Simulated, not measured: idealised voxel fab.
This section sets out a process module, namely voxel transistor to metal.
Square cells of 5 nm make up the cross-section cut, whose width is 290 nm.
A cross-section is written here as square cells arranged in a grid, and it is given in bands from the top down, each band taking up one or more rows of cells. Each band's line starts with the height of the band's top and of its bottom, in nm. Then come its materials from left to right, each with its width in nm. One material with "edge to edge" fills the band from edge to edge. "blank" is empty space. Counting heights begins at 0, where everything beneath is, in the wafer as received, one material. The lowest band has no bottom; it goes on downwards, as "0..down" shows. The width entry "30 to 40" should be interpreted row by row: the top row of cells in the band takes the first number, the bottom row takes the second number, and the change between adjacent rows is uniform throughout. "same as before" for a step: no cell of the cross-section changed in that step. Entry "Closed void inventory" = empty spaces >= 8 cells with no open way to the top; each as width x height at distance, distance from left edge, all nm. That trailing text on a step's line, after the settings, is the simulator's own remark on the step. overlay nm: mask right of planned place by this much (step with mask). Neg. = left.
Steps in the process plan:
1. RECEIVE (material Si)
2. CONFORMAL_DEP (material SiO2; thk nm 5)
3. CONFORMAL_DEP (material SiN; thk nm 15)
4. DIRECTIONAL_DEP (material aC; thk nm 10)
5. PATTERN (tone cover; mask id ACTIVE; material resist; width nm 105; pitch nm 135; thk nm 30; overlay nm 0)
6. DIRECTIONAL_ETCH (etch materials aC; depth nm 10)
7. STRIP (etch materials resist)
8. DIRECTIONAL_ETCH (etch materials SiN; depth nm 15)
9. DIRECTIONAL_ETCH (etch materials SiO2; depth nm 5)
10. DIRECTIONAL_ETCH (etch materials Si; depth nm 35)
11. STRIP (etch materials aC)
12. OXIDIZE (depth nm 5)
13. FILL_DEP (material SiO2; thk nm 15)
14. CMP (height nm 20)
15. SELECTIVE_ETCH (etch materials SiO2; depth nm 10)
16. STRIP (etch materials SiN)
17. SELECTIVE_ETCH (etch materials SiO2; depth nm 5)
18. OXIDIZE (depth nm 5)
19. DIRECTIONAL_DEP (material polySi; thk nm 25)
20. DIRECTIONAL_DEP (material SiCN; thk nm 10)
21. MASKED_ETCH (tone cover; mask id GATE; width nm 25; pitch nm 135; etch materials SiCN; depth nm 20; overlay nm 0)
22. MASKED_ETCH (tone cover; mask id GATE; width nm 25; pitch nm 135; etch materials polySi; depth nm 35; overlay nm 0)
23. CONFORMAL_DEP (material SiO2; thk nm 5)
24. DIRECTIONAL_ETCH (etch materials SiO2; depth nm 5)
25. CONFORMAL_DEP (material SiN; thk nm 10)
26. DIRECTIONAL_ETCH (etch materials SiN; depth nm 10)
27. DIRECTIONAL_ETCH (etch materials SiO2; depth nm 5)
28. DIRECTIONAL_ETCH (etch materials Si; depth nm 10)
29. EPI (material pSi; thk nm 15)
30. FILL_DEP (material SiO2; thk nm 10)
31. CMP (height nm 25)
32. STRIP (etch materials polySi)
33. SELECTIVE_ETCH (etch materials SiO2; depth nm 5)
34. CONFORMAL_DEP (material HfO2; thk nm 5)
35. CONFORMAL_DEP (material TiN; thk nm 5)
36. FILL_DEP (material W; thk nm 10)
37. CMP (height nm 20)
38. DIRECTIONAL_DEP (material SiO2; thk nm 10)
39. DIRECTIONAL_DEP (material aC; thk nm 15)
40. PATTERN (tone open; mask id CONTACT; material resist; width nm 20; thk nm 35; overlay nm 0)
41. DIRECTIONAL_ETCH (etch materials aC; depth nm 15)
42. STRIP (etch materials resist)
43. DIRECTIONAL_ETCH (etch materials SiO2; depth nm 20)
44. STRIP (etch materials aC)
45. CONFORMAL_DEP (material TiN; thk nm 5)
46. FILL_DEP (material Ru; thk nm 5)
47. CMP (height nm 30)
48. DIRECTIONAL_DEP (material TiN; thk nm 5)
49. DIRECTIONAL_DEP (material W; thk nm 20)
50. DIRECTIONAL_DEP (material aC; thk nm 10)
51. PATTERN (tone cover; mask id METAL_1; material resist; width nm 20; thk nm 25; overlay nm 0)
52. DIRECTIONAL_ETCH (etch materials aC; depth nm 10)
53. STRIP (etch materials resist)
54. DIRECTIONAL_ETCH (etch materials W; depth nm 20)
55. DIRECTIONAL_ETCH (etch materials TiN; depth nm 5)
56. STRIP (etch materials aC)
57. FILL_DEP (material lowk; thk nm 10)
58. CMP (height nm 55)
59. CONFORMAL_DEP (material SiCN; thk nm 5)
60. DIRECTIONAL_DEP (material SiO2; thk nm 35)
61. MASKED_ETCH (tone open; mask id METAL_2_HOLES; width nm 15; pitch nm 135; etch materials SiO2; depth nm 35; overlay nm 0)
62. DIRECTIONAL_DEP (material aC; thk nm 10)
63. PATTERN (tone open; mask id METAL_2; material resist; width nm 20; pitch nm 135; thk nm 25; overlay nm 0)
64. DIRECTIONAL_ETCH (etch materials aC; depth nm 10)
65. STRIP (etch materials resist)
66. DIRECTIONAL_ETCH (etch materials SiO2; depth nm 20)
67. DIRECTIONAL_ETCH (etch materials SiCN; depth nm 5)
68. STRIP (etch materials aC)
69. CONFORMAL_DEP (material TiN; thk nm 5)
70. FILL_DEP (material Cu; thk nm 10)
71. CMP (height nm 95)
72. CONFORMAL_DEP (material SiN; thk nm 5)
Cross-section of the wafer at receipt, which is the condition after step 1:
  0..down  Si edge to edge
  Closed void inventory: none
Final cross-section, module run with one mistake (start and plan as above):
  100..95  SiN edge to edge
  95..80  30 SiO2 / 5 TiN / 10 Cu / 5 TiN / 115 SiO2 / 5 TiN / 10 Cu / 5 TiN / 105 SiO2
  80..75  30 SiO2 / 5 TiN / 5 Cu / 10 TiN / 115 SiO2 / 5 TiN / 5 Cu / 10 TiN / 105 SiO2
  75..60  30 SiO2 / 5 TiN / 5 Cu / 5 TiN / 120 SiO2 / 5 TiN / 5 Cu / 5 TiN / 110 SiO2
  60..55  30 SiCN / 15 TiN / 120 SiCN / 15 TiN / 110 SiCN
  55..35  30 W / 20 lowk / 55 W / 20 lowk / 40 W / 20 lowk / 55 W / 20 lowk / 30 W
  35..30  30 TiN / 20 lowk / 55 TiN / 20 lowk / 40 TiN / 20 lowk / 55 TiN / 20 lowk / 30 TiN
  30..20  30 SiO2 / 5 TiN / 10 Ru / 5 TiN / 55 SiO2 / 5 TiN / 10 Ru / 5 TiN / 40 SiO2 / 5 TiN / 10 Ru / 5 TiN / 55 SiO2 / 5 TiN / 10 Ru / 5 TiN / 30 SiO2
  20..15  30 SiO2 / 5 TiN / 10 Ru / 5 TiN / 10 SiN / 5 HfO2 / 5 TiN / 15 W / 5 TiN / 5 HfO2 / 10 SiN / 5 TiN / 10 Ru / 5 TiN / 40 SiO2 / 5 TiN / 10 Ru / 5 TiN / 10 SiN / 5 HfO2 / 5 TiN / 15 W / 5 TiN / 5 HfO2 / 10 SiN / 5 TiN / 10 Ru / 5 TiN / 30 SiO2
  15..10  30 SiO2 / 20 TiN / 10 SiN / 5 HfO2 / 5 TiN / 15 W / 5 TiN / 5 HfO2 / 10 SiN / 20 TiN / 40 SiO2 / 20 TiN / 10 SiN / 5 HfO2 / 5 TiN / 15 W / 5 TiN / 5 HfO2 / 10 SiN / 20 TiN / 30 SiO2
  10..5  30 SiO2 / 20 pSi / 10 SiN / 5 HfO2 / 5 TiN / 15 W / 5 TiN / 5 HfO2 / 10 SiN / 20 pSi / 40 SiO2 / 20 pSi / 10 SiN / 5 HfO2 / 5 TiN / 15 W / 5 TiN / 5 HfO2 / 10 SiN / 20 pSi / 30 SiO2
  5..0  25 SiO2 / 10 SiN / 15 pSi / 10 SiN / 5 HfO2 / 25 TiN / 5 HfO2 / 10 SiN / 15 pSi / 10 SiN / 30 SiO2 / 10 SiN / 15 pSi / 10 SiN / 5 HfO2 / 25 TiN / 5 HfO2 / 10 SiN / 15 pSi / 10 SiN / 25 SiO2
  0..-5  35 SiO2 / 15 pSi / 10 SiO2 / 35 HfO2 / 10 SiO2 / 15 pSi / 50 SiO2 / 15 pSi / 10 SiO2 / 35 HfO2 / 10 SiO2 / 15 pSi / 35 SiO2
  -5..-15  30 SiO2 / 5 Si / 15 pSi / 55 Si / 15 pSi / 5 Si / 40 SiO2 / 5 Si / 15 pSi / 55 Si / 15 pSi / 5 Si / 30 SiO2
  -15..-40  30 SiO2 / 95 Si / 40 SiO2 / 95 Si / 30 SiO2
  -40..down  Si edge to edge
  Closed void inventory: none
Finding, execution versus plan: heads up, step 51 didn't go per plan, it actually ran as PATTERN (tone open; mask id METAL_1; material resist; width nm 20; thk nm 25; overlay nm 0)
